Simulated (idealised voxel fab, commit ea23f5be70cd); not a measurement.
Process module in this document: voxel self aligned vias
cross-section cut | 230 nm wide | cells 5 nm
When this document writes out a cross-section, it uses a grid of square cells and lists it as bands, beginning at the top and moving down, with a band standing for one or more rows of cells. Top, bottom (nm), then materials left to right with widths (nm); lone material tagged "everywhere" fills the whole band edge to edge; "blank" = empty space. Below 0: as-received wafer, all one material; heights counted from there. Lowest band: no bottom, goes on down, written "0 down". Width "30..40": first value at the band's top row of cells, second value at its bottom row, equal change from row to row. Where the words "nothing different" appear for a step, the cross-section shows no cell changed by that step; every cell remained as before. The label "Fully sealed voids" introduces a list of the empty spaces, 8 cells or larger, that have no open way up to the top; each entry in it reads width x height at distance, where the distance is taken from the left edge and all three are stated in nm. Read whatever lies past the settings on a step's line as the simulator's own remark about the step. "overlay nm" on a masked step: distance the mask lay right of its planned place, negative for left. Read each pair as before and after one process step. The after cross-section shows only down to the lowest band that changed. The step between them and its settings are given below the pair. Pairs can come from different runs of this module on the same starting wafer. A pair continues from the pair above only where its "Pre-step view" entry says so.
Pre-step view:
  45 to 40  SiCN everywhere
  40 to 0  SiO2 everywhere
  0 down  Si everywhere
  Fully sealed voids: none
State After Step:
  50 to 45  TiN everywhere
  Everything below 45 is unchanged.
  Fully sealed voids: none
Step applied between the pre-step and post-step cross-sections shown above: CONFORMAL_DEP [material TiN] [thk nm 5]
Pre-step view: Please consult the pair immediately above; the cross-section it shows after its step is the state before this step.
State After Step:
  55 to 50  W everywhere
  Everything below 50 is unchanged.
  Fully sealed voids: none
Step applied between the pre-step and post-step cross-sections shown above: FILL_DEP [material W] [thk nm 5]
Pre-step view: Please consult the pair immediately above; the cross-section it shows after its step is the state before this step.
State After Step:
  45 to 40  SiCN everywhere
  Everything below 40 is unchanged.
  Fully sealed voids: none
Step applied between the pre-step and post-step cross-sections shown above: CMP [height nm 45]
Pre-step view: Please consult the pair immediately above; the cross-section it shows after its step is the state before this step.
State After Step:
  50 to 45  SiN everywhere
  Everything below 45 is unchanged.
  Fully sealed voids: none
Step applied between the pre-step and post-step cross-sections shown above: FILL_DEP [material SiN] [thk nm 5]
Pre-step view: Please consult the pair immediately above; the cross-section it shows after its step is the state before this step.
State After Step:
  45 to 40  SiCN everywhere
  Everything below 40 is unchanged.
  Fully sealed voids: none
Step applied between the pre-step and post-step cross-sections shown above: CMP [height nm 45]
Pre-step view: Please consult the pair immediately above; the cross-section it shows after its step is the state before this step.
State After Step:
  60 to 45  SiO2 everywhere
  Everything below 45 is unchanged.
  Fully sealed voids: none
Step applied between the pre-step and post-step cross-sections shown above: DIRECTIONAL_DEP [material SiO2] [thk nm 15]
Pre-step view: Please consult the pair immediately above; the cross-section it shows after its step is the state before this step.
State After Step:
  70 to 60  aC everywhere
  Everything below 60 is unchanged.
  Fully sealed voids: none
Step applied between the pre-step and post-step cross-sections shown above: DIRECTIONAL_DEP [material aC] [thk nm 10]
Pre-step view: Please consult the pair immediately above; the cross-section it shows after its step is the state before this step.
State After Step:
  95 to 70  40 of resist, 35 of blank, 20 of resist, 35 of blank, 20 of resist, 35 of blank, 45 of resist
  Everything below 70 is unchanged.
  Fully sealed voids: none
Step applied between the pre-step and post-step cross-sections shown above: PATTERN [tone open] [mask id VIAS] [material resist] [width nm 35] [pitch nm 55] [thk nm 25] [overlay nm 0]
Pre-step view: Please consult the pair immediately above; the cross-section it shows after its step is the state before this step.
State After Step:
  85 to 70  40 of resist, 35 of blank, 20 of resist, 35 of blank, 20 of resist, 35 of blank, 45 of resist
  70 to 60  40 of aC, 35 of blank, 20 of aC, 35 of blank, 20 of aC, 35 of blank, 45 of aC
  Everything below 60 is unchanged.
  Fully sealed voids: none
Step applied between the pre-step and post-step cross-sections shown above: DIRECTIONAL_ETCH [etch materials aC] [depth nm 10]
Pre-step view: Please consult the pair immediately above; the cross-section it shows after its step is the state before this step.
State After Step:
  70 to 60  40 of aC, 35 of blank, 20 of aC, 35 of blank, 20 of aC, 35 of blank, 45 of aC
  Everything below 60 is unchanged.
  Fully sealed voids: none
Step applied between the pre-step and post-step cross-sections shown above: STRIP [etch materials resist]
Pre-step view: Please consult the pair immediately above; the cross-section it shows after its step is the state before this step.
State After Step:
  70 to 60  40 of aC, 35 of blank, 20 of aC, 35 of blank, 20 of aC, 35 of blank, 45 of aC
  60 to 45  40 of SiO2, 35 of blank, 20 of SiO2, 35 of blank, 20 of SiO2, 35 of blank, 45 of SiO2
  Everything below 45 is unchanged.
  Fully sealed voids: none
Step applied between the pre-step and post-step cross-sections shown above: DIRECTIONAL_ETCH [etch materials SiO2] [depth nm 15]
Pre-step view: Please consult the pair immediately above; the cross-section it shows after its step is the state before this step.
State After Step:
  60 to 45  40 of SiO2, 35 of blank, 20 of SiO2, 35 of blank, 20 of SiO2, 35 of blank, 45 of SiO2
  Everything below 45 is unchanged.
  Fully sealed voids: none
Step applied between the pre-step and post-step cross-sections shown above: STRIP [etch materials aC]
Pre-step view: Please consult the pair immediately above; the cross-section it shows after its step is the state before this step.
State After Step:
  65 to 60  45 of TiN, 25 of blank, 30 of TiN, 25 of blank, 30 of TiN, 25 of blank, 50 of TiN
  60 to 50  40 of SiO2, 5 of TiN, 25 of blank, 5 of TiN, 20 of SiO2, 5 of TiN, 25 of blank, 5 of TiN, 20 of SiO2, 5 of TiN, 25 of blank, 5 of TiN, 45 of SiO2
  50 to 45  40 of SiO2, 35 of TiN, 20 of SiO2, 35 of TiN, 20 of SiO2, 35 of TiN, 45 of SiO2
  Everything below 45 is unchanged.
  Fully sealed voids: none
Step applied between the pre-step and post-step cross-sections shown above: CONFORMAL_DEP [material TiN] [thk nm 5]
Pre-step view: Please consult the pair immediately above; the cross-section it shows after its step is the state before this step.
State After Step:
  70 to 65  Ru everywhere
  65 to 60  45 of TiN, 25 of Ru, 30 of TiN, 25 of Ru, 30 of TiN, 25 of Ru, 50 of TiN
  60 to 50  40 of SiO2, 5 of TiN, 25 of Ru, 5 of TiN, 20 of SiO2, 5 of TiN, 25 of Ru, 5 of TiN, 20 of SiO2, 5 of TiN, 25 of Ru, 5 of TiN, 45 of SiO2
  Everything below 50 is unchanged.
  Fully sealed voids: none
Step applied between the pre-step and post-step cross-sections shown above: FILL_DEP [material Ru] [thk nm 5]
Pre-step view: Please consult the pair immediately above; the cross-section it shows after its step is the state before this step.
State After Step:
  60 to 50  40 of SiO2, 5 of TiN, 25 of Ru, 5 of TiN, 20 of SiO2, 5 of TiN, 25 of Ru, 5 of TiN, 20 of SiO2, 5 of TiN, 25 of Ru, 5 of TiN, 45 of SiO2
  Everything below 50 is unchanged.
  Fully sealed voids: none
Step applied between the pre-step and post-step cross-sections shown above: CMP [height nm 60]
Pre-step view: Please consult the pair immediately above; the cross-section it shows after its step is the state before this step.
State After Step:
  65 to 60  SiCN everywhere
  Everything below 60 is unchanged.
  Fully sealed voids: none
Step applied between the pre-step and post-step cross-sections shown above: CONFORMAL_DEP [material SiCN] [thk nm 5]
Pre-step view:
  45 to 20  45 of SiO2, 5 of TiN, 15 of W, 5 of TiN, 30 of SiO2, 5 of TiN, 15 of W, 5 of TiN, 30 of SiO2, 5 of TiN, 15 of W, 5 of TiN, 50 of SiO2
  20 to 15  45 of SiO2, 25 of TiN, 30 of SiO2, 25 of TiN, 30 of SiO2, 25 of TiN, 50 of SiO2
  15 to 10  SiCN everywhere
  10 to 0  SiO2 everywhere
  0 down  Si everywhere
  Fully sealed voids: none
State After Step:
  45 to 30  45 of SiO2, 25 of blank, 30 of SiO2, 25 of blank, 30 of SiO2, 25 of blank, 50 of SiO2
  Everything below 30 is unchanged.
  Fully sealed voids: none
Step applied between the pre-step and post-step cross-sections shown above: SELECTIVE_ETCH [etch materials W Ru TiN] [depth nm 15]
Pre-step view: Please consult the pair immediately above; the cross-section it shows after its step is the state before this step.
State After Step:
  50 to 45  SiN everywhere
  45 to 30  45 of SiO2, 25 of SiN, 30 of SiO2, 25 of SiN, 30 of SiO2, 25 of SiN, 50 of SiO2
  Everything below 30 is unchanged.
  Fully sealed voids: none
Step applied between the pre-step and post-step cross-sections shown above: FILL_DEP [material SiN] [thk nm 5]
Pre-step view: Please consult the pair immediately above; the cross-section it shows after its step is the state before this step.
State After Step:
  45 to 30  45 of SiO2, 25 of SiN, 30 of SiO2, 25 of SiN, 30 of SiO2, 25 of SiN, 50 of SiO2
  Everything below 30 is unchanged.
  Fully sealed voids: none
Step applied between the pre-step and post-step cross-sections shown above: CMP [height nm 45]
Pre-step view: Please consult the pair immediately above; the cross-section it shows after its step is the state before this step.
State After Step:
  60 to 45  SiO2 everywhere
  Everything below 45 is unchanged.
  Fully sealed voids: none
Step applied between the pre-step and post-step cross-sections shown above: DIRECTIONAL_DEP [material SiO2] [thk nm 15]
Pre-step view: Please consult the pair immediately above; the cross-section it shows after its step is the state before this step.
State After Step:
  70 to 60  aC everywhere
  Everything below 60 is unchanged.
  Fully sealed voids: none
Step applied between the pre-step and post-step cross-sections shown above: DIRECTIONAL_DEP [material aC] [thk nm 10]
Pre-step view: Please consult the pair immediately above; the cross-section it shows after its step is the state before this step.
State After Step:
  95 to 70  40 of resist, 35 of blank, 20 of resist, 35 of blank, 20 of resist, 35 of blank, 45 of resist
  Everything below 70 is unchanged.
  Fully sealed voids: none
Step applied between the pre-step and post-step cross-sections shown above: PATTERN [tone open] [mask id VIAS] [material resist] [width nm 35] [pitch nm 55] [thk nm 25] [overlay nm 0]
Pre-step view: Please consult the pair immediately above; the cross-section it shows after its step is the state before this step.
State After Step:
  85 to 70  40 of resist, 35 of blank, 20 of resist, 35 of blank, 20 of resist, 35 of blank, 45 of resist
  70 to 60  40 of aC, 35 of blank, 20 of aC, 35 of blank, 20 of aC, 35 of blank, 45 of aC
  Everything below 60 is unchanged.
  Fully sealed voids: none
Step applied between the pre-step and post-step cross-sections shown above: DIRECTIONAL_ETCH [etch materials aC] [depth nm 10]
Pre-step view: Please consult the pair immediately above; the cross-section it shows after its step is the state before this step.
State After Step:
  70 to 60  40 of aC, 35 of blank, 20 of aC, 35 of blank, 20 of aC, 35 of blank, 45 of aC
  Everything below 60 is unchanged.
  Fully sealed voids: none
Step applied between the pre-step and post-step cross-sections shown above: STRIP [etch materials resist]
Pre-step view: Please consult the pair immediately above; the cross-section it shows after its step is the state before this step.
State After Step:
  70 to 60  40 of aC, 35 of blank, 20 of aC, 35 of blank, 20 of aC, 35 of blank, 45 of aC
  60 to 45  40 of SiO2, 35 of blank, 20 of SiO2, 35 of blank, 20 of SiO2, 35 of blank, 45 of SiO2
  Everything below 45 is unchanged.
  Fully sealed voids: none
Step applied between the pre-step and post-step cross-sections shown above: DIRECTIONAL_ETCH [etch materials SiO2] [depth nm 15]
Pre-step view: Please consult the pair immediately above; the cross-section it shows after its step is the state before this step.
State After Step:
  70 to 60  40 of aC, 35 of blank, 20 of aC, 35 of blank, 20 of aC, 35 of blank, 45 of aC
  60 to 45  40 of SiO2, 35 of blank, 20 of SiO2, 35 of blank, 20 of SiO2, 35 of blank, 45 of SiO2
  45 to 35  45 of SiO2, 25 of blank, 30 of SiO2, 25 of blank, 30 of SiO2, 25 of blank, 50 of SiO2
  Everything below 35 is unchanged.
  Fully sealed voids: none
Step applied between the pre-step and post-step cross-sections shown above: DIRECTIONAL_ETCH [etch materials SiN] [depth nm 10]
Pre-step view: Please consult the pair immediately above; the cross-section it shows after its step is the state before this step.
State After Step:
  60 to 45  40 of SiO2, 35 of blank, 20 of SiO2, 35 of blank, 20 of SiO2, 35 of blank, 45 of SiO2
  Everything below 45 is unchanged.
  Fully sealed voids: none
Step applied between the pre-step and post-step cross-sections shown above: STRIP [etch materials aC]
Pre-step view: Please consult the pair immediately above; the cross-section it shows after its step is the state before this step.
State After Step:
  65 to 60  45 of TiN, 25 of blank, 30 of TiN, 25 of blank, 30 of TiN, 25 of blank, 50 of TiN
  60 to 50  40 of SiO2, 5 of TiN, 25 of blank, 5 of TiN, 20 of SiO2, 5 of TiN, 25 of blank, 5 of TiN, 20 of SiO2, 5 of TiN, 25 of blank, 5 of TiN, 45 of SiO2
  50 to 40  40..45 of SiO2, 10..5 of TiN, 15 of blank, 10..5 of TiN, 20..30 of SiO2, 10..5 of TiN, 15 of blank, 10..5 of TiN, 20..30 of SiO2, 10..5 of TiN, 15 of blank, 10..5 of TiN, 45..50 of SiO2
  40 to 35  45 of SiO2, 25 of TiN, 30 of SiO2, 25 of TiN, 30 of SiO2, 25 of TiN, 50 of SiO2
  Everything below 35 is unchanged.
  Fully sealed voids: none
Step applied between the pre-step and post-step cross-sections shown above: CONFORMAL_DEP [material TiN] [thk nm 5]
Pre-step view: Please consult the pair immediately above; the cross-section it shows after its step is the state before this step.
State After Step:
  70 to 65  Ru everywhere
  65 to 60  45 of TiN, 25 of Ru, 30 of TiN, 25 of Ru, 30 of TiN, 25 of Ru, 50 of TiN
  60 to 50  40 of SiO2, 5 of TiN, 25 of Ru, 5 of TiN, 20 of SiO2, 5 of TiN, 25 of Ru, 5 of TiN, 20 of SiO2, 5 of TiN, 25 of Ru, 5 of TiN, 45 of SiO2
  50 to 40  40..45 of SiO2, 10..5 of TiN, 15 of Ru, 10..5 of TiN, 20..30 of SiO2, 10..5 of TiN, 15 of Ru, 10..5 of TiN, 20..30 of SiO2, 10..5 of TiN, 15 of Ru, 10..5 of TiN, 45..50 of SiO2
  Everything below 40 is unchanged.
  Fully sealed voids: none
Step applied between the pre-step and post-step cross-sections shown above: FILL_DEP [material Ru] [thk nm 5]
Pre-step view: Please consult the pair immediately above; the cross-section it shows after its step is the state before this step.
State After Step:
  60 to 50  40 of SiO2, 5 of TiN, 25 of Ru, 5 of TiN, 20 of SiO2, 5 of TiN, 25 of Ru, 5 of TiN, 20 of SiO2, 5 of TiN, 25 of Ru, 5 of TiN, 45 of SiO2
  Everything below 50 is unchanged.
  Fully sealed voids: none
Step applied between the pre-step and post-step cross-sections shown above: CMP [height nm 60]
Pre-step view: Please consult the pair immediately above; the cross-section it shows after its step is the state before this step.
State After Step:
  65 to 60  SiCN everywhere
  Everything below 60 is unchanged.
  Fully sealed voids: none
Step applied between the pre-step and post-step cross-sections shown above: CONFORMAL_DEP [material SiCN] [thk nm 5]
Pre-step view:
  70 to 60  aC everywhere
  60 to 45  SiO2 everywhere
  45 to 35  45 of SiO2, 25 of SiN, 30 of SiO2, 25 of SiN, 30 of SiO2, 25 of SiN, 50 of SiO2
  35 to 20  45 of SiO2, 5 of TiN, 15 of W, 5 of TiN, 30 of SiO2, 5 of TiN, 15 of W, 5 of TiN, 30 of SiO2, 5 of TiN, 15 of W, 5 of TiN, 50 of SiO2
  20 to 15  45 of SiO2, 25 of TiN, 30 of SiO2, 25 of TiN, 30 of SiO2, 25 of TiN, 50 of SiO2
  15 to 10  SiCN everywhere
  10 to 0  SiO2 everywhere
  0 down  Si everywhere
  Fully sealed voids: none
State After Step:
  95 to 70  45 of resist, 30 of blank, 25 of resist, 30 of blank, 25 of resist, 30 of blank, 45 of resist
  Everything below 70 is unchanged.
  Fully sealed voids: none
Step applied between the pre-step and post-step cross-sections shown above: PATTERN [tone open] [mask id VIAS] [material resist] [width nm 30] [pitch nm 55] [thk nm 25] [overlay nm 0]
Pre-step view: Please consult the pair immediately above; the cross-section it shows after its step is the state before this step.
State After Step:
  85 to 70  45 of resist, 30 of blank, 25 of resist, 30 of blank, 25 of resist, 30 of blank, 45 of resist
  70 to 60  45 of aC, 30 of blank, 25 of aC, 30 of blank, 25 of aC, 30 of blank, 45 of aC
  Everything below 60 is unchanged.
  Fully sealed voids: none
Step applied between the pre-step and post-step cross-sections shown above: DIRECTIONAL_ETCH [etch materials aC] [depth nm 10]
Pre-step view: Please consult the pair immediately above; the cross-section it shows after its step is the state before this step.
State After Step:
  70 to 60  45 of aC, 30 of blank, 25 of aC, 30 of blank, 25 of aC, 30 of blank, 45 of aC
  Everything below 60 is unchanged.
  Fully sealed voids: none
Step applied between the pre-step and post-step cross-sections shown above: STRIP [etch materials resist]
Pre-step view: Please consult the pair immediately above; the cross-section it shows after its step is the state before this step.
State After Step:
  70 to 60  45 of aC, 30 of blank, 25 of aC, 30 of blank, 25 of aC, 30 of blank, 45 of aC
  60 to 45  45 of SiO2, 30 of blank, 25 of SiO2, 30 of blank, 25 of SiO2, 30 of blank, 45 of SiO2
  Everything below 45 is unchanged.
  Fully sealed voids: none
Step applied between the pre-step and post-step cross-sections shown above: DIRECTIONAL_ETCH [etch materials SiO2] [depth nm 15]
Pre-step view: Please consult the pair immediately above; the cross-section it shows after its step is the state before this step.
State After Step:
  70 to 60  45 of aC, 30 of blank, 25 of aC, 30 of blank, 25 of aC, 30 of blank, 45 of aC
  60 to 45  45 of SiO2, 30 of blank, 25 of SiO2, 30 of blank, 25 of SiO2, 30 of blank, 45 of SiO2
  45 to 35  45 of SiO2, 25 of blank, 30 of SiO2, 25 of blank, 30 of SiO2, 25 of blank, 50 of SiO2
  Everything below 35 is unchanged.
  Fully sealed voids: none
Step applied between the pre-step and post-step cross-sections shown above: DIRECTIONAL_ETCH [etch materials SiN] [depth nm 10]
Pre-step view: Please consult the pair immediately above; the cross-section it shows after its step is the state before this step.
State After Step:
  60 to 45  45 of SiO2, 30 of blank, 25 of SiO2, 30 of blank, 25 of SiO2, 30 of blank, 45 of SiO2
  Everything below 45 is unchanged.
  Fully sealed voids: none
Step applied between the pre-step and post-step cross-sections shown above: STRIP [etch materials aC]
Pre-step view: Please consult the pair immediately above; the cross-section it shows after its step is the state before this step.
State After Step:
  65 to 60  50 of TiN, 20 of blank, 35 of TiN, 20 of blank, 35 of TiN, 20 of blank, 50 of TiN
  60 to 50  45 of SiO2, 5 of TiN, 20 of blank, 5 of TiN, 25 of SiO2, 5 of TiN, 20 of blank, 5 of TiN, 25 of SiO2, 5 of TiN, 20 of blank, 5 of TiN, 45 of SiO2
  50 to 40  45 of SiO2, 5 of TiN, 15 of blank, 10..5 of TiN, 25..30 of SiO2, 5 of TiN, 15 of blank, 10..5 of TiN, 25..30 of SiO2, 5 of TiN, 15 of blank, 10..5 of TiN, 45..50 of SiO2
  40 to 35  45 of SiO2, 25 of TiN, 30 of SiO2, 25 of TiN, 30 of SiO2, 25 of TiN, 50 of SiO2
  Everything below 35 is unchanged.
  Fully sealed voids: none
Step applied between the pre-step and post-step cross-sections shown above: CONFORMAL_DEP [material TiN] [thk nm 5]
Pre-step view: Please consult the pair immediately above; the cross-section it shows after its step is the state before this step.
State After Step:
  70 to 65  Ru everywhere
  65 to 60  50 of TiN, 20 of Ru, 35 of TiN, 20 of Ru, 35 of TiN, 20 of Ru, 50 of TiN
  60 to 50  45 of SiO2, 5 of TiN, 20 of Ru, 5 of TiN, 25 of SiO2, 5 of TiN, 20 of Ru, 5 of TiN, 25 of SiO2, 5 of TiN, 20 of Ru, 5 of TiN, 45 of SiO2
  50 to 40  45 of SiO2, 5 of TiN, 15 of Ru, 10..5 of TiN, 25..30 of SiO2, 5 of TiN, 15 of Ru, 10..5 of TiN, 25..30 of SiO2, 5 of TiN, 15 of Ru, 10..5 of TiN, 45..50 of SiO2
  Everything below 40 is unchanged.
  Fully sealed voids: none
Step applied between the pre-step and post-step cross-sections shown above: FILL_DEP [material Ru] [thk nm 5]
Pre-step view: Please consult the pair immediately above; the cross-section it shows after its step is the state before this step.
State After Step:
  60 to 50  45 of SiO2, 5 of TiN, 20 of Ru, 5 of TiN, 25 of SiO2, 5 of TiN, 20 of Ru, 5 of TiN, 25 of SiO2, 5 of TiN, 20 of Ru, 5 of TiN, 45 of SiO2
  Everything below 50 is unchanged.
  Fully sealed voids: none
Step applied between the pre-step and post-step cross-sections shown above: CMP [height nm 60]
Pre-step view: Please consult the pair immediately above; the cross-section it shows after its step is the state before this step.
State After Step:
  65 to 60  SiCN everywhere
  Everything below 60 is unchanged.
  Fully sealed voids: none
Step applied between the pre-step and post-step cross-sections shown above: CONFORMAL_DEP [material SiCN] [thk nm 5]
Pre-step view:
  70 to 60  aC everywhere
  60 to 45  SiO2 everywhere
  45 to 35  45 of SiO2, 25 of SiN, 30 of SiO2, 25 of SiN, 30 of SiO2, 25 of SiN, 50 of SiO2
  35 to 20  45 of SiO2, 5 of TiN, 15 of W, 5 of TiN, 30 of SiO2, 5 of TiN, 15 of W, 5 of TiN, 30 of SiO2, 5 of TiN, 15 of W, 5 of TiN, 50 of SiO2
  20 to 15  45 of SiO2, 25 of TiN, 30 of SiO2, 25 of TiN, 30 of SiO2, 25 of TiN, 50 of SiO2
  15 to 10  SiCN everywhere
  10 to 0  SiO2 everywhere
  0 down  Si everywhere
  Fully sealed voids: none
State After Step:
  95 to 70  50 of resist, 35 of blank, 20 of resist, 35 of blank, 20 of resist, 35 of blank, 35 of resist
  Everything below 70 is unchanged.
  Fully sealed voids: none
Step applied between the pre-step and post-step cross-sections shown above: PATTERN [tone open] [mask id VIAS] [material resist] [width nm 35] [pitch nm 55] [thk nm 25] [overlay nm 10]
Pre-step view: Please consult the pair immediately above; the cross-section it shows after its step is the state before this step.
State After Step:
  85 to 70  50 of resist, 35 of blank, 20 of resist, 35 of blank, 20 of resist, 35 of blank, 35 of resist
  70 to 60  50 of aC, 35 of blank, 20 of aC, 35 of blank, 20 of aC, 35 of blank, 35 of aC
  Everything below 60 is unchanged.
  Fully sealed voids: none
Step applied between the pre-step and post-step cross-sections shown above: DIRECTIONAL_ETCH [etch materials aC] [depth nm 10]
Pre-step view: Please consult the pair immediately above; the cross-section it shows after its step is the state before this step.
State After Step:
  70 to 60  50 of aC, 35 of blank, 20 of aC, 35 of blank, 20 of aC, 35 of blank, 35 of aC
  Everything below 60 is unchanged.
  Fully sealed voids: none
Step applied between the pre-step and post-step cross-sections shown above: STRIP [etch materials resist]
Pre-step view: Please consult the pair immediately above; the cross-section it shows after its step is the state before this step.
State After Step:
  70 to 60  50 of aC, 35 of blank, 20 of aC, 35 of blank, 20 of aC, 35 of blank, 35 of aC
  60 to 45  50 of SiO2, 35 of blank, 20 of SiO2, 35 of blank, 20 of SiO2, 35 of blank, 35 of SiO2
  Everything below 45 is unchanged.
  Fully sealed voids: none
Step applied between the pre-step and post-step cross-sections shown above: DIRECTIONAL_ETCH [etch materials SiO2] [depth nm 15]
Pre-step view: Please consult the pair immediately above; the cross-section it shows after its step is the state before this step.
State After Step:
  70 to 60  50 of aC, 35 of blank, 20 of aC, 35 of blank, 20 of aC, 35 of blank, 35 of aC
  60 to 45  50 of SiO2, 35 of blank, 20 of SiO2, 35 of blank, 20 of SiO2, 35 of blank, 35 of SiO2
  45 to 35  45 of SiO2, 5 of SiN, 20 of blank, 30 of SiO2, 5 of SiN, 20 of blank, 30 of SiO2, 5 of SiN, 20 of blank, 50 of SiO2
  Everything below 35 is unchanged.
  Fully sealed voids: none
Step applied between the pre-step and post-step cross-sections shown above: DIRECTIONAL_ETCH [etch materials SiN] [depth nm 10]
Pre-step view: Please consult the pair immediately above; the cross-section it shows after its step is the state before this step.
State After Step:
  60 to 45  50 of SiO2, 35 of blank, 20 of SiO2, 35 of blank, 20 of SiO2, 35 of blank, 35 of SiO2
  Everything below 45 is unchanged.
  Fully sealed voids: none
Step applied between the pre-step and post-step cross-sections shown above: STRIP [etch materials aC]
Pre-step view: Please consult the pair immediately above; the cross-section it shows after its step is the state before this step.
State After Step:
  65 to 60  55 of TiN, 25 of blank, 30 of TiN, 25 of blank, 30 of TiN, 25 of blank, 40 of TiN
  60 to 50  50 of SiO2, 5 of TiN, 25 of blank, 5 of TiN, 20 of SiO2, 5 of TiN, 25 of blank, 5 of TiN, 20 of SiO2, 5 of TiN, 25 of blank, 5 of TiN, 35 of SiO2
  50 to 45  50 of SiO2, 5 of TiN, 10 of blank, 20 of TiN, 20 of SiO2, 5 of TiN, 10 of blank, 20 of TiN, 20 of SiO2, 5 of TiN, 10 of blank, 20 of TiN, 35 of SiO2
  45 to 40  45 of SiO2, 5 of SiN, 5 of TiN, 10 of blank, 5 of TiN, 30 of SiO2, 5 of SiN, 5 of TiN, 10 of blank, 5 of TiN, 30 of SiO2, 5 of SiN, 5 of TiN, 10 of blank, 5 of TiN, 50 of SiO2
  40 to 35  45 of SiO2, 5 of SiN, 20 of TiN, 30 of SiO2, 5 of SiN, 20 of TiN, 30 of SiO2, 5 of SiN, 20 of TiN, 50 of SiO2
  Everything below 35 is unchanged.
  Fully sealed voids: none
Step applied between the pre-step and post-step cross-sections shown above: CONFORMAL_DEP [material TiN] [thk nm 5]
Pre-step view: Please consult the pair immediately above; the cross-section it shows after its step is the state before this step.
State After Step:
  70 to 65  Ru everywhere
  65 to 60  55 of TiN, 25 of Ru, 30 of TiN, 25 of Ru, 30 of TiN, 25 of Ru, 40 of TiN
  60 to 50  50 of SiO2, 5 of TiN, 25 of Ru, 5 of TiN, 20 of SiO2, 5 of TiN, 25 of Ru, 5 of TiN, 20 of SiO2, 5 of TiN, 25 of Ru, 5 of TiN, 35 of SiO2
  50 to 45  50 of SiO2, 5 of TiN, 10 of Ru, 20 of TiN, 20 of SiO2, 5 of TiN, 10 of Ru, 20 of TiN, 20 of SiO2, 5 of TiN, 10 of Ru, 20 of TiN, 35 of SiO2
  45 to 40  45 of SiO2, 5 of SiN, 5 of TiN, 10 of Ru, 5 of TiN, 30 of SiO2, 5 of SiN, 5 of TiN, 10 of Ru, 5 of TiN, 30 of SiO2, 5 of SiN, 5 of TiN, 10 of Ru, 5 of TiN, 50 of SiO2
  Everything below 40 is unchanged.
  Fully sealed voids: none
Step applied between the pre-step and post-step cross-sections shown above: FILL_DEP [material Ru] [thk nm 5]
Pre-step view: Please consult the pair immediately above; the cross-section it shows after its step is the state before this step.
State After Step:
  60 to 50  50 of SiO2, 5 of TiN, 25 of Ru, 5 of TiN, 20 of SiO2, 5 of TiN, 25 of Ru, 5 of TiN, 20 of SiO2, 5 of TiN, 25 of Ru, 5 of TiN, 35 of SiO2
  Everything below 50 is unchanged.
  Fully sealed voids: none
Step applied between the pre-step and post-step cross-sections shown above: CMP [height nm 60]
Pre-step view: Please consult the pair immediately above; the cross-section it shows after its step is the state before this step.
State After Step:
  65 to 60  SiCN everywhere
  Everything below 60 is unchanged.
  Fully sealed voids: none
Step applied between the pre-step and post-step cross-sections shown above: CONFORMAL_DEP [material SiCN] [thk nm 5]
Pre-step view:
  45 to 15  45 of SiO2, 25 of blank, 30 of SiO2, 25 of blank, 30 of SiO2, 25 of blank, 50 of SiO2
  15 to 10  SiCN everywhere
  10 to 0  SiO2 everywhere
  0 down  Si everywhere
  Fully sealed voids: none
State After Step:
  50 to 45  50 of SiN, 15 of blank, 40 of SiN, 15 of blank, 40 of SiN, 15 of blank, 55 of SiN
  45 to 20  45 of SiO2, 5 of SiN, 15 of blank, 5 of SiN, 30 of SiO2, 5 of SiN, 15 of blank, 5 of SiN, 30 of SiO2, 5 of SiN, 15 of blank, 5 of SiN, 50 of SiO2
  20 to 15  45 of SiO2, 25 of SiN, 30 of SiO2, 25 of SiN, 30 of SiO2, 25 of SiN, 50 of SiO2
  Everything below 15 is unchanged.
  Fully sealed voids: none
Step applied between the pre-step and post-step cross-sections shown above: CONFORMAL_DEP [material SiN] [thk nm 5]
Pre-step view: Please consult the pair immediately above; the cross-section it shows after its step is the state before this step.
State After Step:
  55 to 50  W everywhere
  50 to 45  50 of SiN, 15 of W, 40 of SiN, 15 of W, 40 of SiN, 15 of W, 55 of SiN
  45 to 20  45 of SiO2, 5 of SiN, 15 of W, 5 of SiN, 30 of SiO2, 5 of SiN, 15 of W, 5 of SiN, 30 of SiO2, 5 of SiN, 15 of W, 5 of SiN, 50 of SiO2
  Everything below 20 is unchanged.
  Fully sealed voids: none
Step applied between the pre-step and post-step cross-sections shown above: FILL_DEP [material W] [thk nm 5]
Pre-step view: Please consult the pair immediately above; the cross-section it shows after its step is the state before this step.
State After Step:
  45 to 20  45 of SiO2, 5 of SiN, 15 of W, 5 of SiN, 30 of SiO2, 5 of SiN, 15 of W, 5 of SiN, 30 of SiO2, 5 of SiN, 15 of W, 5 of SiN, 50 of SiO2
  Everything below 20 is unchanged.
  Fully sealed voids: none
Step applied between the pre-step and post-step cross-sections shown above: CMP [height nm 45]
Pre-step view: Please consult the pair immediately above; the cross-section it shows after its step is the state before this step.
State After Step:
  45 to 35  45 of SiO2, 5 of SiN, 15 of blank, 5 of SiN, 30 of SiO2, 5 of SiN, 15 of blank, 5 of SiN, 30 of SiO2, 5 of SiN, 15 of blank, 5 of SiN, 50 of SiO2
  Everything below 35 is unchanged.
  Fully sealed voids: none
Step applied between the pre-step and post-step cross-sections shown above: SELECTIVE_ETCH [etch materials W Ru TiN] [depth nm 10]
Pre-step view: Please consult the pair immediately above; the cross-section it shows after its step is the state before this step.
State After Step:
  50 to 45  SiN everywhere
  45 to 35  45 of SiO2, 25 of SiN, 30 of SiO2, 25 of SiN, 30 of SiO2, 25 of SiN, 50 of SiO2
  Everything below 35 is unchanged.
  Fully sealed voids: none
Step applied between the pre-step and post-step cross-sections shown above: FILL_DEP [material SiN] [thk nm 5]
Pre-step view: Please consult the pair immediately above; the cross-section it shows after its step is the state before this step.
State After Step:
  45 to 35  45 of SiO2, 25 of SiN, 30 of SiO2, 25 of SiN, 30 of SiO2, 25 of SiN, 50 of SiO2
  Everything below 35 is unchanged.
  Fully sealed voids: none
Step applied between the pre-step and post-step cross-sections shown above: CMP [height nm 45]
Pre-step view: Please consult the pair immediately above; the cross-section it shows after its step is the state before this step.
State After Step:
  60 to 45  SiO2 everywhere
  Everything below 45 is unchanged.
  Fully sealed voids: none
Step applied between the pre-step and post-step cross-sections shown above: DIRECTIONAL_DEP [material SiO2] [thk nm 15]
Pre-step view: Please consult the pair immediately above; the cross-section it shows after its step is the state before this step.
State After Step:
  70 to 60  aC everywhere
  Everything below 60 is unchanged.
  Fully sealed voids: none
Step applied between the pre-step and post-step cross-sections shown above: DIRECTIONAL_DEP [material aC] [thk nm 10]
Pre-step view: Please consult the pair immediately above; the cross-section it shows after its step is the state before this step.
State After Step:
  95 to 70  40 of resist, 35 of blank, 20 of resist, 35 of blank, 20 of resist, 35 of blank, 45 of resist
  Everything below 70 is unchanged.
  Fully sealed voids: none
Step applied between the pre-step and post-step cross-sections shown above: PATTERN [tone open] [mask id VIAS] [material resist] [width nm 35] [pitch nm 55] [thk nm 25] [overlay nm 0]
